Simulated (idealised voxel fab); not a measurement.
The document below concerns the process module designated voxel quadruple lines.
This is section cut - it's 300 nm across, gridded in 5 nm square cells.
The cross-sections in this document take the form of a grid made of square cells. They are written out as bands, in order from top to bottom. Each band consists of one or more rows of cells. In this notation a band is specified by the heights of its top and bottom, in that order and in nm, after which its materials appear from left to right, each paired with its width in nm. The word "all across" attached to a single material means that material fills the band from edge to edge; the word "air" stands for empty space. It should be noted that heights are counted from 0, beneath which the wafer as supplied is of one material throughout, and that the lowest band possesses no lower boundary but continues downward, as written in "0 down". Width: "30->40" (first number = top row, second number = bottom row, same change from row to row of cells). "nothing altered" means the step left every cell of the cross-section as it was. "Closed void listing" means: voids of 8 cells or more that are shut off from the top with no open way through. Written width x height at distance, distance from the left edge, in nm. Whatever follows a step's settings on its line is a remark the simulator itself makes about that step. "overlay nm" on a masked step: distance the mask lay right of its planned place, negative for left.
-- Process steps (planned)
| 1 | op RECEIVE | material Si |
| 2 | op CONFORMAL_DEP | material Al2O3 | thk nm 5 |
| 3 | op DIRECTIONAL_DEP | material TiN | thk nm 10 |
| 4 | op DIRECTIONAL_DEP | material polySi | thk nm 15 |
| 5 | op DIRECTIONAL_DEP | material aC | thk nm 25 |
| 6 | op PATTERN | tone cover | mask id MANDREL | material resist | width nm 35 | pitch nm 100 | thk nm 30 | overlay nm 0 |
| 7 | op DIRECTIONAL_ETCH | etch materials aC | depth nm 25 |
| 8 | op STRIP | etch materials resist |
| 9 | op CONFORMAL_DEP | material SiO2 | thk nm 15 |
| 10 | op DIRECTIONAL_ETCH | etch materials SiO2 | depth nm 15 |
| 11 | op STRIP | etch materials aC |
| 12 | op DIRECTIONAL_ETCH | etch materials polySi | depth nm 15 |
| 13 | op STRIP | etch materials SiO2 |
| 14 | op CONFORMAL_DEP | material SiCN | thk nm 10 |
| 15 | op DIRECTIONAL_ETCH | etch materials SiCN | depth nm 10 |
| 16 | op STRIP | etch materials polySi |
| 17 | op DIRECTIONAL_ETCH | etch materials TiN | depth nm 10 |
| 18 | op STRIP | etch materials SiCN |
-- Cross-section, incoming material, after step 1
* 0 down = Si all across
* Closed void listing: none
-- Module complete - cross-section of the first of two wafers, run according to plan
* 15 to 5 = air 55, then TiN 10, then air 15, then TiN 10, then air 15, then TiN 10, then air 15, then TiN 10, then air 15, then TiN 10, then air 15, then TiN 10, then air 15, then TiN 10, then air 15, then TiN 10, then air 60
* 5 to 0 = Al2O3 all across
* 0 down = Si all across
* Closed void listing: none
-- Cross-section, wafer two of two, end of module: same start and plan as wafer one, one error in execution
* 10 to 0 = air 55, then TiN 10, then air 15, then TiN 10, then air 15, then TiN 10, then air 15, then TiN 10, then air 15, then TiN 10, then air 15, then TiN 10, then air 15, then TiN 10, then air 15, then TiN 10, then air 60
* 0 down = Si all across
* Closed void listing: none
What was done differently from what was planned? step 2 of the plan never got run, it was skipped over
The second wafer ends with more or fewer cells of some materials than the first, per final count: Al2O3 -60
